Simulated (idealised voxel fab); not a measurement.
process module | voxel capacitor over wiring
cross-section cut | 140 nm wide | cells 5 nm
A cross-section is a grid of square cells, given in bands from the top down. A band is one or more rows of cells.
Each band's line starts with the height of the band's top and of its bottom, in nm. Then come its materials from left to right, each with its width in nm. One material with "throughout" fills the band from edge to edge. "air" is empty space.
Height 0 is the level under which the wafer as received is all one material. The lowest band goes on downwards, as in "0 down".
A width such as "30 to 40" changes by the same amount from each row of cells to the next, from the band's top row to its bottom row.
"no change" after a step means that no cell of the cross-section changed.
closed voids: empty space of 8 cells or more with no open way to the top, each as width x height at its distance from the left edge, in nm
after a step's settings: what the simulator itself notes on the step
overlay nm, on a step with a mask: how far to the right of its planned place the mask lay; to the left if negative
plan
1 op RECEIVE | material Si
2 op CONFORMAL_DEP | material SiO2 | thk nm 15
3 op DIRECTIONAL_DEP | material TiN | thk nm 5
4 op DIRECTIONAL_DEP | material W | thk nm 20
5 op MASKED_ETCH | tone cover | mask id METAL_1 | width nm 20 | pitch nm 80 | etch materials W | depth nm 20 | overlay nm 0
6 op MASKED_ETCH | tone cover | mask id METAL_1 | width nm 20 | pitch nm 80 | etch materials TiN | depth nm 5 | overlay nm 0
7 op FILL_DEP | material lowk | thk nm 10
8 op CMP | height nm 40
9 op CONFORMAL_DEP | material SiCN | thk nm 5
10 op DIRECTIONAL_DEP | material lowk | thk nm 10
11 op PATTERN | tone open | mask id PLUG_1 | material resist | width nm 15 | thk nm 20 | overlay nm 0
12 op DIRECTIONAL_ETCH | etch materials lowk | depth nm 10
13 op DIRECTIONAL_ETCH | etch materials SiCN | depth nm 5
14 op STRIP | etch materials resist
15 op CONFORMAL_DEP | material TiN | thk nm 5
16 op FILL_DEP | material Cu | thk nm 10
17 op CMP | height nm 55
18 op DIRECTIONAL_DEP | material TiN | thk nm 10
19 op DIRECTIONAL_DEP | material Al2O3 | thk nm 5
20 op DIRECTIONAL_DEP | material TiN | thk nm 10
21 op PATTERN | tone cover | mask id UPPER_PLATE | material resist | width nm 65 | thk nm 20 | overlay nm 0
22 op DIRECTIONAL_ETCH | etch materials TiN | depth nm 10
23 op DIRECTIONAL_ETCH | etch materials Al2O3 | depth nm 5
24 op STRIP | etch materials resist
25 op PATTERN | tone cover | mask id LOWER_PLATE | material resist | width nm 75 | thk nm 20 | overlay nm 0
26 op DIRECTIONAL_ETCH | etch materials TiN | depth nm 10
27 op STRIP | etch materials resist
28 op FILL_DEP | material SiO2 | thk nm 20
29 op CMP | height nm 95
30 op MASKED_ETCH | tone open | mask id PLUG_2 | width nm 15 | etch materials SiO2 | depth nm 15 | overlay nm 0
31 op CONFORMAL_DEP | material TiN | thk nm 5
32 op FILL_DEP | material Ru | thk nm 10
33 op CMP | height nm 95
34 op CONFORMAL_DEP | material SiCN | thk nm 5
as received, after step 1
  0 down: Si throughout
  closed voids: none
a wafer at the end: this start, this plan, one mistake
  100 to 95: SiCN throughout
  95 to 85: SiO2 35 | TiN 5 | Ru 5 | TiN 5 | SiO2 90
  85 to 80: SiO2 35 | TiN 15 | SiO2 90
  80 to 70: SiO2 25 | TiN 65 | SiO2 50
  70 to 65: SiO2 25 | Al2O3 65 | SiO2 50
  65 to 55: SiO2 25 | TiN 65 | SiO2 50
  55 to 45: lowk 25 | TiN 5 | Cu 5 | TiN 5 | lowk 100
  45 to 40: SiCN 25 | TiN 15 | SiCN 100
  40 to 20: lowk 20 | W 20 | lowk 60 | W 20 | lowk 20
  20 to 15: lowk 20 | TiN 20 | lowk 60 | TiN 20 | lowk 20
  15 to 0: SiO2 throughout
  0 down: Si throughout
  closed voids: none
what went wrong: step 25 ran as: op PATTERN | tone cover | mask id LOWER_PLATE | material resist | width nm 65 | thk nm 20 | overlay nm 0
